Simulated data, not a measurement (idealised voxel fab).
Documented hereafter: the process module known as voxel capacitor over wiring.
Section shown: cut. Width: 240 nm. Cell size: 5 nm, square.
We lay out every cross-section as a grid of square cells and spell it out in bands from the top down, where one band means one or more rows of cells. First you get the band's top height and its bottom height, in nm, and then the materials it's made of, left to right, with each width in nm. If you see a single material with "edge to edge", that one covers the band edge to edge. "air" is empty space. The reference from which all heights are counted is 0, the level beneath which the as-received wafer is entirely one material; the lowest band, having no lower bound, proceeds downward and is written after the example "0 nm and below". Width: "30..40" (first number = top row, second number = bottom row, same change from row to row of cells). What does "no modifications" mean for a step? It means no cell of the cross-section changed in that step. Entry "Closed internal cavities". Content: empty spaces with no open connection to the top, size 8 cells or greater. Each: width x height at distance. Distance: from left edge. Unit: nm. Whatever follows a step's settings on its line is a remark the simulator itself makes about that step. The "overlay nm" setting may appear on a step's line; for a step that uses a mask, it gives how far to the right of its planned position the mask lay, and a negative value indicates the left.

PLAN
1: RECEIVE | material Si
2: CONFORMAL_DEP | material SiO2 | thk nm 10
3: CONFORMAL_DEP | material SiCN | thk nm 5
4: DIRECTIONAL_DEP | material SiO2 | thk nm 20
5: DIRECTIONAL_DEP | material aC | thk nm 15
6: PATTERN | tone open | mask id METAL_1 | material resist | width nm 30 | pitch nm 90 | thk nm 30 | overlay nm 0
7: DIRECTIONAL_ETCH | etch materials aC | depth nm 15
8: STRIP | etch materials resist
9: DIRECTIONAL_ETCH | etch materials SiO2 | depth nm 20
10: DIRECTIONAL_ETCH | etch materials SiCN | depth nm 5
11: STRIP | etch materials aC
12: CONFORMAL_DEP | material TiN | thk nm 5
13: FILL_DEP | material Cu | thk nm 10
14: CMP | height nm 35
15: CONFORMAL_DEP | material SiCN | thk nm 5
16: DIRECTIONAL_DEP | material lowk | thk nm 20
17: DIRECTIONAL_DEP | material aC | thk nm 10
18: PATTERN | tone open | mask id PLUG_1 | material resist | width nm 15 | thk nm 30 | overlay nm 0
19: DIRECTIONAL_ETCH | etch materials aC | depth nm 10
20: STRIP | etch materials resist
21: DIRECTIONAL_ETCH | etch materials lowk | depth nm 20
22: DIRECTIONAL_ETCH | etch materials SiCN | depth nm 5
23: STRIP | etch materials aC
24: EPI | material Ru | thk nm 10
25: EPI | material Ru | thk nm 10
26: EPI | material Ru | thk nm 5
27: DIRECTIONAL_DEP | material TiN | thk nm 10
28: DIRECTIONAL_DEP | material HfO2 | thk nm 5
29: DIRECTIONAL_DEP | material TiN | thk nm 10
30: PATTERN | tone cover | mask id UPPER_PLATE | material resist | width nm 65 | thk nm 20 | overlay nm 0
31: DIRECTIONAL_ETCH | etch materials TiN | depth nm 10
32: DIRECTIONAL_ETCH | etch materials HfO2 | depth nm 5
33: STRIP | etch materials resist
34: DIRECTIONAL_DEP | material aC | thk nm 10
35: PATTERN | tone cover | mask id LOWER_PLATE | material resist | width nm 75 | thk nm 25 | overlay nm 0
36: DIRECTIONAL_ETCH | etch materials aC | depth nm 10
37: STRIP | etch materials resist
38: DIRECTIONAL_ETCH | etch materials TiN | depth nm 10
39: STRIP | etch materials aC
40: FILL_DEP | material SiO2 | thk nm 20
41: CMP | height nm 100
42: DIRECTIONAL_DEP | material aC | thk nm 10
43: PATTERN | tone open | mask id PLUG_2 | material resist | width nm 15 | thk nm 25 | overlay nm 0
44: DIRECTIONAL_ETCH | etch materials aC | depth nm 10
45: STRIP | etch materials resist
46: DIRECTIONAL_ETCH | etch materials SiO2 | depth nm 15
47: STRIP | etch materials aC
48: CONFORMAL_DEP | material TiN | thk nm 5
49: FILL_DEP | material Cu | thk nm 5
50: CMP | height nm 100
51: CONFORMAL_DEP | material SiCN | thk nm 5

CROSS-SECTION OF THE WAFER UPON ARRIVAL, REPRESENTING THE STATE REACHED AFTER STEP 1
	0 nm and below = Si edge to edge
	Closed internal cavities: none

MODULE COMPLETE, CROSS-SECTION. STARTING POINT AND PLAN PER ABOVE. ONE MISTAKE MADE IN RUNNING THE MODULE
	105 nm to 100 nm = SiCN edge to edge
	100 nm to 90 nm = 85 SiO2, 5 TiN, 5 Cu, 5 TiN, 140 SiO2
	90 nm to 85 nm = 85 SiO2, 15 TiN, 140 SiO2
	85 nm to 75 nm = 70 SiO2, 5 TiN, 65 SiO2, 5 TiN, 95 SiO2
	75 nm to 70 nm = 75 HfO2, 65 SiO2, 100 HfO2
	70 nm to 60 nm = TiN edge to edge
	60 nm to 40 nm = 75 lowk, 15 Ru, 150 lowk
	40 nm to 35 nm = 75 SiCN, 15 Ru, 150 SiCN
	35 nm to 15 nm = 60 SiO2, 5 TiN, 20 Cu, 5 TiN, 60 SiO2, 5 TiN, 20 Cu, 5 TiN, 60 SiO2
	15 nm to 10 nm = 60 SiCN, 30 TiN, 60 SiCN, 30 TiN, 60 SiCN
	10 nm to 0 nm = SiO2 edge to edge
	0 nm and below = Si edge to edge
	Closed internal cavities: none
The mistake made against the process plan was this: step 30 did not use the planned setting and instead ran as PATTERN | tone open | mask id UPPER_PLATE | material resist | width nm 65 | thk nm 20 | overlay nm 0
